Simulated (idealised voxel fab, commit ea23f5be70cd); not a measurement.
process module | voxel self aligned vias
It is cross-section cut that appears here, measuring 295 nm in width, its square cells being 5 nm in size.
Bands, listed from the top down, are how a cross-section gets written in this document; the cross-section itself is a grid of square cells, and a band is one or more rows of them. Basically the band line says how high the top is and how high the bottom is, in nm, and then what's in it from left to right, every material with its width in nm. Empty space shows up as "blank", and if a single material carries "edge to edge" it runs the full band edge to edge. Note: height 0 marks the level under which the wafer is uniformly one material as received. Lowest band unbounded below, written "top 0, no bottom". When a width is written as two numbers, as in "30 to 40", the first number is the width in the top row of cells of the band and the second is the width in its bottom row, and the width changes by the same amount from each row to the next. Step marked "nothing altered"? Then no cell in the cross-section changed in it. "Closed void list": sealed empty spaces, 8 cells or more, no open way to top, listed width x height at distance, with distance from the left edge and width, height and distance in nm. On a step's line, text after the settings is the simulator commenting on that step. A step line may carry the setting "overlay nm", which, for steps involving a mask, states the distance by which the mask lay to the right of its intended position; negative values denote displacement to the left.

These are the steps we planned for the process:
- 1: op RECEIVE | material Si
- 2: op CONFORMAL_DEP | material SiO2 | thk nm 15
- 3: op CONFORMAL_DEP | material SiCN | thk nm 5
- 4: op DIRECTIONAL_DEP | material lowk | thk nm 25
- 5: op MASKED_ETCH | tone open | mask id LINES | width nm 20 | pitch nm 70 | etch materials lowk | depth nm 25 | overlay nm 0
- 6: op CONFORMAL_DEP | material TiN | thk nm 5
- 7: op FILL_DEP | material W | thk nm 10
- 8: op CMP | height nm 45
- 9: op SELECTIVE_ETCH | etch materials W Ru TiN | depth nm 10
- 10: op FILL_DEP | material SiN | thk nm 5
- 11: op CMP | height nm 45
- 12: op DIRECTIONAL_DEP | material lowk | thk nm 20
- 13: op DIRECTIONAL_DEP | material aC | thk nm 15
- 14: op PATTERN | tone open | mask id VIAS | material resist | width nm 40 | pitch nm 70 | thk nm 35 | overlay nm 0
- 15: op DIRECTIONAL_ETCH | etch materials aC | depth nm 15
- 16: op STRIP | etch materials resist
- 17: op DIRECTIONAL_ETCH | etch materials lowk | depth nm 20
- 18: op DIRECTIONAL_ETCH | etch materials SiN | depth nm 10
- 19: op STRIP | etch materials aC
- 20: op CONFORMAL_DEP | material TiN | thk nm 5
- 21: op FILL_DEP | material Cu | thk nm 10
- 22: op CMP | height nm 65
- 23: op CONFORMAL_DEP | material SiCN | thk nm 5

Shown in cross-section is the wafer as received, that is, as it stands after step 1:
* top 0, no bottom = Si edge to edge
* Closed void list: none

First of two wafers: cross-section at end of module, run per plan:
* top 70, bottom 65 = SiCN edge to edge
* top 65, bottom 50 = lowk 55 nm, TiN 5 nm, Cu 30 nm, TiN 5 nm, lowk 30 nm, TiN 5 nm, Cu 30 nm, TiN 5 nm, lowk 30 nm, TiN 5 nm, Cu 30 nm, TiN 5 nm, lowk 60 nm
* top 50, bottom 40 = lowk 55 to 65 nm, TiN 15 to 5 nm, Cu 10 nm, TiN 15 to 5 nm, lowk 30 to 50 nm, TiN 15 to 5 nm, Cu 10 nm, TiN 15 to 5 nm, lowk 30 to 50 nm, TiN 15 to 5 nm, Cu 10 nm, TiN 15 to 5 nm, lowk 60 to 70 nm
* top 40, bottom 35 = lowk 65 nm, TiN 20 nm, lowk 50 nm, TiN 20 nm, lowk 50 nm, TiN 20 nm, lowk 70 nm
* top 35, bottom 25 = lowk 65 nm, TiN 5 nm, W 10 nm, TiN 5 nm, lowk 50 nm, TiN 5 nm, W 10 nm, TiN 5 nm, lowk 50 nm, TiN 5 nm, W 10 nm, TiN 5 nm, lowk 70 nm
* top 25, bottom 20 = lowk 65 nm, TiN 20 nm, lowk 50 nm, TiN 20 nm, lowk 50 nm, TiN 20 nm, lowk 70 nm
* top 20, bottom 15 = SiCN edge to edge
* top 15, bottom 0 = SiO2 edge to edge
* top 0, no bottom = Si edge to edge
* Closed void list: none

Now the second wafer, cross-sectioned at the end of the module. Nothing different at the start, nothing different in the plan compared with the first, just one mistake when it was actually run:
* top 70, bottom 65 = SiCN edge to edge
* top 65, bottom 50 = lowk 55 nm, TiN 5 nm, Cu 30 nm, TiN 5 nm, lowk 30 nm, TiN 5 nm, Cu 30 nm, TiN 5 nm, lowk 30 nm, TiN 5 nm, Cu 30 nm, TiN 5 nm, lowk 60 nm
* top 50, bottom 45 = lowk 55 nm, TiN 40 nm, lowk 30 nm, TiN 40 nm, lowk 30 nm, TiN 40 nm, lowk 60 nm
* top 45, bottom 35 = SiN 55 nm, TiN 10 nm, lowk 20 nm, TiN 10 nm, SiN 30 nm, TiN 10 nm, lowk 20 nm, TiN 10 nm, SiN 30 nm, TiN 10 nm, lowk 20 nm, TiN 10 nm, SiN 60 nm
* top 35, bottom 25 = W 60 nm, TiN 5 nm, lowk 20 nm, TiN 5 nm, W 40 nm, TiN 5 nm, lowk 20 nm, TiN 5 nm, W 40 nm, TiN 5 nm, lowk 20 nm, TiN 5 nm, W 65 nm
* top 25, bottom 20 = TiN 65 nm, lowk 20 nm, TiN 50 nm, lowk 20 nm, TiN 50 nm, lowk 20 nm, TiN 70 nm
* top 20, bottom 15 = SiCN edge to edge
* top 15, bottom 0 = SiO2 edge to edge
* top 0, no bottom = Si edge to edge
* Closed void list: none
Finding, execution versus plan: the process deviated at step 5: the operation and settings actually run there were op MASKED_ETCH | tone cover | mask id LINES | width nm 20 | pitch nm 70 | etch materials lowk | depth nm 25 | overlay nm 0
FYI, end of process, the second wafer has more or fewer cells of some materials than the first: 12 fewer of Cu | 70 more of SiN | 47 more of TiN | 70 more of W | 175 fewer of lowk
